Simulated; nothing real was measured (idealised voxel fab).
Process module, titled voxel gate over fins
cross-section cut | 240 nm wide | cells 5 nm
In this document a cross-section is written as a grid of square cells. It is given as a series of bands, listed from the top down, and a band is one or more rows of cells.
The entry gives the band's vertical extent as a top height and a bottom height in nm, then its horizontal make-up as materials from left to right, each with a width in nm. "blank" stands for empty space; a single material marked "edge to edge" fills the band edge to edge.
Height reference: 0 = level under which incoming wafer is all one material. Lowest band: no bottom, runs on downward, e.g. "0 nm and below".
Width "30->40": first value at the band's top row of cells, second value at its bottom row, equal change from row to row.
"everything unchanged" after a step means that no cell of the cross-section changed.
Any empty space of 8 cells or more lacking an open way to the top shows up in "Closed internal cavities" as width x height at distance, distance from the left edge, in nm.
Past the settings on a step's line: simulator remark, on that step.
What "overlay nm" on a step's line means: if the step has a mask, that mask lay this far to the right of its planned place, or, when the value is negative, to the left.
## The process steps that were planned are listed below
1 RECEIVE: material Si
2 CONFORMAL_DEP: material SiN, thk nm 5
3 MASKED_ETCH: tone cover, mask id FINS, width nm 15, pitch nm 40, etch materials SiN, depth nm 5, overlay nm 0
4 MASKED_ETCH: tone cover, mask id FINS, width nm 15, pitch nm 40, etch materials Si, depth nm 40, overlay nm 0
5 FILL_DEP: material SiO2, thk nm 10
6 CMP: height nm 5
7 SELECTIVE_ETCH: etch materials SiO2, depth nm 20
8 STRIP: etch materials SiN
9 CONFORMAL_DEP: material HfO2, thk nm 5
10 CONFORMAL_DEP: material TiN, thk nm 5
11 CONFORMAL_DEP: material TiAl, thk nm 5
12 CONFORMAL_DEP: material TiN, thk nm 5
13 FILL_DEP: material W, thk nm 10
14 CMP: height nm 25
15 CONFORMAL_DEP: material SiN, thk nm 5
It is noted that the wafers described herein are identical at the outset and are distinguished by the thk nm of step 9; the value stated in the plan corresponds to the first wafer.
## Cross-section: the first of several wafers in its as-received state, i.e. following step 1
	0 nm and below: Si edge to edge
	Closed internal cavities: none
## Heads up, this table goes wafer by wafer. A row tells you, at the end of the module, how many cells of each material that wafer has put on (+) or dropped (-) since it was received, and then its closed voids
thk nm 5 | +72 HfO2 | -288 Si | +48 SiN | +180 SiO2 | +63 TiAl | +126 TiN | +87 W | Closed internal cavities: none
thk nm 10 | +144 HfO2 | -288 Si | +48 SiN | +180 SiO2 | +54 TiAl | +117 TiN | +33 W | Closed internal cavities: none
thk nm 15 | +207 HfO2 | -288 Si | +48 SiN | +180 SiO2 | +54 TiAl | +69 TiN | +18 W | Closed internal cavities: none
thk nm 20 | +261 HfO2 | -288 Si | +48 SiN | +180 SiO2 | +15 TiAl | +65 TiN | +7 W | Closed internal cavities: none
